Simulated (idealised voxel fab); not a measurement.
process module | voxel ribs on slabs
cross-section cut | 280 nm wide | cells 5 nm
A cross-section is a grid of square cells, given in bands from the top down. A band is one or more rows of cells.
Each band's line starts with the height of the band's top and of its bottom, in nm. Then come its materials from left to right, each with its width in nm. One material with "throughout" fills the band from edge to edge. "air" is empty space.
Height 0 is the level under which the wafer as received is all one material. The lowest band goes on downwards, as in "0 down".
A width such as "30 to 40" changes by the same amount from each row of cells to the next, from the band's top row to its bottom row.
"no change" after a step means that no cell of the cross-section changed.
closed voids: empty space of 8 cells or more with no open way to the top, each as width x height at its distance from the left edge, in nm
after a step's settings: what the simulator itself notes on the step
overlay nm, on a step with a mask: how far to the right of its planned place the mask lay; to the left if negative
plan
1 op RECEIVE | material Si
2 op DIRECTIONAL_DEP | material SiO2 | thk nm 30
3 op DIRECTIONAL_DEP | material polySi | thk nm 20
4 op DIRECTIONAL_DEP | material aC | thk nm 15
5 op PATTERN | tone cover | mask id RIB | material resist | width nm 30 | thk nm 30 | overlay nm 0
6 op DIRECTIONAL_ETCH | etch materials aC | depth nm 15
7 op STRIP | etch materials resist
8 op DIRECTIONAL_ETCH | etch materials polySi | depth nm 15
9 op STRIP | etch materials aC
10 op DIRECTIONAL_DEP | material aC | thk nm 15
11 op PATTERN | tone cover | mask id SLAB | material resist | width nm 70 | thk nm 30 | overlay nm 0
12 op DIRECTIONAL_ETCH | etch materials aC | depth nm 15
13 op STRIP | etch materials resist
14 op DIRECTIONAL_ETCH | etch materials polySi | depth nm 5
15 op STRIP | etch materials aC
16 op FILL_DEP | material SiO2 | thk nm 30
17 op CMP | height nm 70
18 op DIRECTIONAL_DEP | material TiN | thk nm 10
19 op DIRECTIONAL_DEP | material aC | thk nm 5
20 op PATTERN | tone cover | mask id HEATER | material resist | width nm 40 | thk nm 35 | overlay nm 0
21 op DIRECTIONAL_ETCH | etch materials aC | depth nm 15
22 op STRIP | etch materials resist
23 op DIRECTIONAL_ETCH | etch materials TiN | depth nm 10
24 op STRIP | etch materials aC
25 op CONFORMAL_DEP | material SiO2 | thk nm 5
varied across the wafers: thk nm of step 19. The plan shows the first wafer's value. All wafers start alike
first wafer as received, after step 1
  0 down: Si throughout
  closed voids: none
each wafer at the end: cells of each material gained (+) or lost (-) since it was received, then its closed voids
thk nm 5 | +812 SiO2 | +16 TiN | +32 polySi | closed voids: none
thk nm 10 | +812 SiO2 | +16 TiN | +32 polySi | closed voids: none
thk nm 15 | +812 SiO2 | +16 TiN | +32 polySi | closed voids: none
thk nm 20 | +808 SiO2 | +112 TiN | +32 polySi | closed voids: none
thk nm 25 | +808 SiO2 | +112 TiN | +32 polySi | closed voids: none
thk nm 30 | +808 SiO2 | +112 TiN | +32 polySi | closed voids: none
